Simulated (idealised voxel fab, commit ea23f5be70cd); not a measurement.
Process module heading - voxel transistor to metal
The figure presents cross-section cut, which has a width of 285 nm and is divided into square cells with an edge length of 5 nm.
The cross-sections in this document take the form of a grid made of square cells. They are written out as bands, in order from top to bottom. Each band consists of one or more rows of cells.
The band entry comprises the height of the band's top followed by the height of its bottom, expressed in nm, and subsequently the band's materials from left to right, each stated together with its width in nm. Where a single material is marked with the word "full width", that material fills the band from edge to edge. The word "air" represents empty space.
Heights are measured from 0, the level below which the as-received wafer is all one material; the lowest band has no bottom and continues downward, written as in "0 nm and below".
Width spec "30->40" -> top row of cells at first value, bottom row at second value, equal per-row change in between.
"no alteration" means the step left every cell of the cross-section as it was.
"Enclosed cavities": sealed empty spaces, 8 cells or more, no open way to top, listed width x height at distance, with distance from the left edge and width, height and distance in nm.
On a step's line, text after the settings is the simulator commenting on that step.
"overlay nm" answers the question of how far to the right of plan the mask lay on a step that has a mask, and when it is negative the answer is to the left.
Planned process steps
1 RECEIVE (material Si)
2 OXIDIZE (depth nm 5)
3 CONFORMAL_DEP (material SiN; thk nm 10)
4 PATTERN (tone cover; mask id ACTIVE; material resist; width nm 115; pitch nm 135; thk nm 15; overlay nm 0)
5 DIRECTIONAL_ETCH (etch materials SiN; depth nm 10)
6 DIRECTIONAL_ETCH (etch materials SiO2; depth nm 5)
7 DIRECTIONAL_ETCH (etch materials Si; depth nm 20)
8 STRIP (etch materials resist)
9 FILL_DEP (material SiO2; thk nm 15)
10 CMP (height nm 10)
11 SELECTIVE_ETCH (etch materials SiO2; depth nm 10)
12 STRIP (etch materials SiN)
13 SELECTIVE_ETCH (etch materials SiO2; depth nm 5)
14 OXIDIZE (depth nm 5)
15 DIRECTIONAL_DEP (material polySi; thk nm 25)
16 DIRECTIONAL_DEP (material SiCN; thk nm 10)
17 MASKED_ETCH (tone cover; mask id GATE; width nm 15; pitch nm 135; etch materials SiCN; depth nm 20; overlay nm 0)
18 MASKED_ETCH (tone cover; mask id GATE; width nm 15; pitch nm 135; etch materials polySi; depth nm 35; overlay nm 0)
19 CONFORMAL_DEP (material SiN; thk nm 5)
20 DIRECTIONAL_ETCH (etch materials SiN; depth nm 5)
21 DIRECTIONAL_ETCH (etch materials SiO2; depth nm 5)
22 EPI (material nSi; thk nm 5)
23 FILL_DEP (material SiO2; thk nm 5)
24 CMP (height nm 30)
25 DIRECTIONAL_DEP (material SiO2; thk nm 15)
26 MASKED_ETCH (tone open; mask id CONTACT; width nm 20; etch materials SiO2; depth nm 50; overlay nm 0)
27 CONFORMAL_DEP (material TiN; thk nm 5)
28 FILL_DEP (material W; thk nm 5)
29 CMP (height nm 45)
30 CONFORMAL_DEP (material SiCN; thk nm 5)
31 DIRECTIONAL_DEP (material SiO2; thk nm 25)
32 PATTERN (tone open; mask id METAL_1; material resist; width nm 20; thk nm 20; overlay nm 0)
33 DIRECTIONAL_ETCH (etch materials SiO2; depth nm 25)
34 DIRECTIONAL_ETCH (etch materials SiCN; depth nm 5)
35 STRIP (etch materials resist)
36 CONFORMAL_DEP (material TiN; thk nm 5)
37 FILL_DEP (material Cu; thk nm 10)
38 CMP (height nm 75)
39 CONFORMAL_DEP (material SiCN; thk nm 5)
Wafer cross-section on receipt, i.e. after step 1
- 0 nm and below | Si full width
- Enclosed cavities: none
Figure: cross-sectional view of the wafer upon completion of the module, processed from the initial state and according to the plan depicted above, with one error introduced during execution
- 80 nm to 75 nm | SiCN full width
- 75 nm to 50 nm | SiO2 (25), then TiN (5), then Cu (10), then TiN (5), then SiO2 (55), then TiN (5), then Cu (10), then TiN (5), then SiO2 (40), then TiN (5), then Cu (10), then TiN (5), then SiO2 (55), then TiN (5), then Cu (10), then TiN (5), then SiO2 (30)
- 50 nm to 45 nm | SiCN (25), then TiN (20), then SiCN (55), then TiN (20), then SiCN (40), then TiN (20), then SiCN (55), then TiN (20), then SiCN (30)
- 45 nm to 30 nm | SiO2 (25), then TiN (5), then W (10), then TiN (5), then SiO2 (55), then TiN (5), then W (10), then TiN (5), then SiO2 (40), then TiN (5), then W (10), then TiN (5), then SiO2 (55), then TiN (5), then W (10), then TiN (5), then SiO2 (30)
- 30 nm to 15 nm | SiO2 (25), then TiN (5), then W (10), then TiN (5), then SiO2 (15), then SiN (5), then polySi (15), then SiN (5), then SiO2 (15), then TiN (5), then W (10), then TiN (5), then SiO2 (40), then TiN (5), then W (10), then TiN (5), then SiO2 (15), then SiN (5), then polySi (15), then SiN (5), then SiO2 (15), then TiN (5), then W (10), then TiN (5), then SiO2 (30)
- 15 nm to 10 nm | SiO2 (25), then TiN (20), then SiO2 (15), then SiN (5), then polySi (15), then SiN (5), then SiO2 (15), then TiN (20), then SiO2 (40), then TiN (20), then SiO2 (15), then SiN (5), then polySi (15), then SiN (5), then SiO2 (15), then TiN (20), then SiO2 (30)
- 10 nm to 0 nm | SiO2 (15), then SiN (115), then SiO2 (20), then SiN (115), then SiO2 (20)
- 0 nm to -5 nm | SiO2 full width
- -5 nm to -25 nm | SiO2 (15), then Si (115), then SiO2 (20), then Si (115), then SiO2 (20)
- -25 nm and below | Si full width
- Enclosed cavities: none
In executing the process, a mistake was made relative to the plan: execution of step 10 of the plan did not take place, the step having been omitted
